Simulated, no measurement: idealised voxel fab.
process module | voxel ribs on slabs
In the cross-section labelled cut, the width is 145 nm and each square cell is 5 nm.
Cross-section layout: square cells on a grid; listed as bands, top to bottom; a band spans one or more cell rows. Read a band's entry like this: the first values are the height of its top and the height of its bottom in nm, and what follows is the sequence of materials from left to right, each with its width in nm. Note that "empty" is empty space, and that a single material marked "everywhere" reaches across the band from edge to edge. Beneath 0, the wafer as received is one material, and that level is where height counting begins. The lowest band goes on downward without a bottom; it is written like "top 0, no bottom". With a width like "30->40", each row of cells in the band differs from the next by the same amount, the top row carrying the first number and the bottom row the second. Step marked "no alterations made"? Then no cell in the cross-section changed in it. Look at "Internal closed voids" for the closed voids: empty spaces with no open path to the top, sized 8 cells or up. Each is width x height at distance, distance from the left edge, all nm. Post-settings text on a step line: simulator's own remark regarding the step. What "overlay nm" on a step's line means: if the step has a mask, that mask lay this far to the right of its planned place, or, when the value is negative, to the left.
# Below is the list of planned process steps
- 1: RECEIVE | material Si
- 2: DIRECTIONAL_DEP | material SiO2 | thk nm 25
- 3: DIRECTIONAL_DEP | material polySi | thk nm 25
- 4: MASKED_ETCH | tone cover | mask id RIB | width nm 20 | etch materials polySi | depth nm 10 | overlay nm 0
- 5: MASKED_ETCH | tone cover | mask id SLAB | width nm 70 | etch materials polySi | depth nm 15 | overlay nm 0
- 6: FILL_DEP | material SiO2 | thk nm 20
- 7: CMP | height nm 65
- 8: DIRECTIONAL_DEP | material W | thk nm 10
- 9: DIRECTIONAL_DEP | material aC | thk nm 15
- 10: PATTERN | tone cover | mask id HEATER | material resist | width nm 30 | thk nm 30 | overlay nm 0
- 11: DIRECTIONAL_ETCH | etch materials aC | depth nm 15
- 12: STRIP | etch materials resist
- 13: DIRECTIONAL_ETCH | etch materials W | depth nm 10
- 14: STRIP | etch materials aC
- 15: CONFORMAL_DEP | material SiN | thk nm 10
# Cross-section of the wafer at receipt, which is the condition after step 1
- top 0, no bottom: Si everywhere
- Internal closed voids: none
# One mistake in running the module, otherwise start and plan as above: cross-section at the end
- top 85, bottom 75: empty 45, then SiN 50, then empty 50
- top 75, bottom 65: SiN 55, then W 30, then SiN 60
- top 65, bottom 50: SiO2 everywhere
- top 50, bottom 40: SiO2 60, then polySi 20, then SiO2 65
- top 40, bottom 30: SiO2 35, then polySi 70, then SiO2 40
- top 30, bottom 25: polySi everywhere
- top 25, bottom 0: SiO2 everywhere
- top 0, no bottom: Si everywhere
- Internal closed voids: none
Run error: step 5 was run on a setting that differed from the plan, and what really ran there is MASKED_ETCH | tone cover | mask id SLAB | width nm 70 | etch materials polySi | depth nm 10 | overlay nm 0
